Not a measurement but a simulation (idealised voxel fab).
Documented hereafter: the process module known as voxel double patterning.
In the cross-section labelled cut, the width is 270 nm and each square cell is 5 nm.
Think of the cross-section as a grid of square cells. We describe it in bands, top to bottom, and each band covers one or more rows of those cells. Basically the band line says how high the top is and how high the bottom is, in nm, and then what's in it from left to right, every material with its width in nm. Empty space shows up as "empty", and if a single material carries "everywhere" it runs the full band edge to edge. For the purposes of this specification, 0 denotes the height below which the wafer in its as-received condition is composed wholly of one material, and the lowermost band, lacking a lower limit, extends downward without end, as expressed in "0 down". So if you see something like "30..40" for the width, read it as the top row of the band sitting at the first number and the bottom row at the second, with every row in between moving by the same amount as the last. The cross-section has no changed cell in any step marked "remained the same". If an empty space has no open way to the top and is at least 8 cells in size, "Enclosed cavity list" lists it, written width x height at distance, where distance is measured from the left edge and every value is in nm. after a step's settings: what the simulator itself notes on the step. When a step includes a mask, the "overlay nm" setting on its line states how far to the right of its planned place that mask lay, and negative values state how far to the left.

-- Here's what the planned process steps look like
step 1: RECEIVE, material Si
step 2: CONFORMAL_DEP, material SiO2, thk nm 10
step 3: DIRECTIONAL_DEP, material TiN, thk nm 20
step 4: DIRECTIONAL_DEP, material SiN, thk nm 5
step 5: DIRECTIONAL_DEP, material aC, thk nm 10
step 6: PATTERN, tone open, mask id FIRST, material resist, width nm 15, pitch nm 50, thk nm 30, overlay nm 0
step 7: DIRECTIONAL_ETCH, etch materials aC, depth nm 10
step 8: STRIP, etch materials resist
step 9: DIRECTIONAL_ETCH, etch materials SiN, depth nm 5
step 10: STRIP, etch materials aC
step 11: DIRECTIONAL_DEP, material aC, thk nm 10
step 12: PATTERN, tone open, mask id SECOND, material resist, width nm 15, pitch nm 50, thk nm 30, overlay nm 0
step 13: DIRECTIONAL_ETCH, etch materials aC, depth nm 10
step 14: STRIP, etch materials resist
step 15: DIRECTIONAL_ETCH, etch materials SiN, depth nm 5
step 16: STRIP, etch materials aC
step 17: DIRECTIONAL_ETCH, etch materials TiN, depth nm 20
step 18: STRIP, etch materials SiN

-- Here's what the wafer looked like in cross-section when it arrived - that's after step 1
* 0 down  Si everywhere
* Enclosed cavity list: none

-- Cross-sectional result after module completion. Note: starting condition and plan are unchanged from above; one processing mistake was made
* 30 to 10  65 TiN, then 15 empty, then 20 TiN, then 30 empty, then 20 TiN, then 30 empty, then 90 TiN
* 10 to 0  SiO2 everywhere
* 0 down  Si everywhere
* Enclosed cavity list: none
Heads up, the wafer didn't run the way we planned it: step 6 off recipe, ran as PATTERN, tone open, mask id FIRST, material resist, width nm 15, pitch nm 50, thk nm 30, overlay nm -10
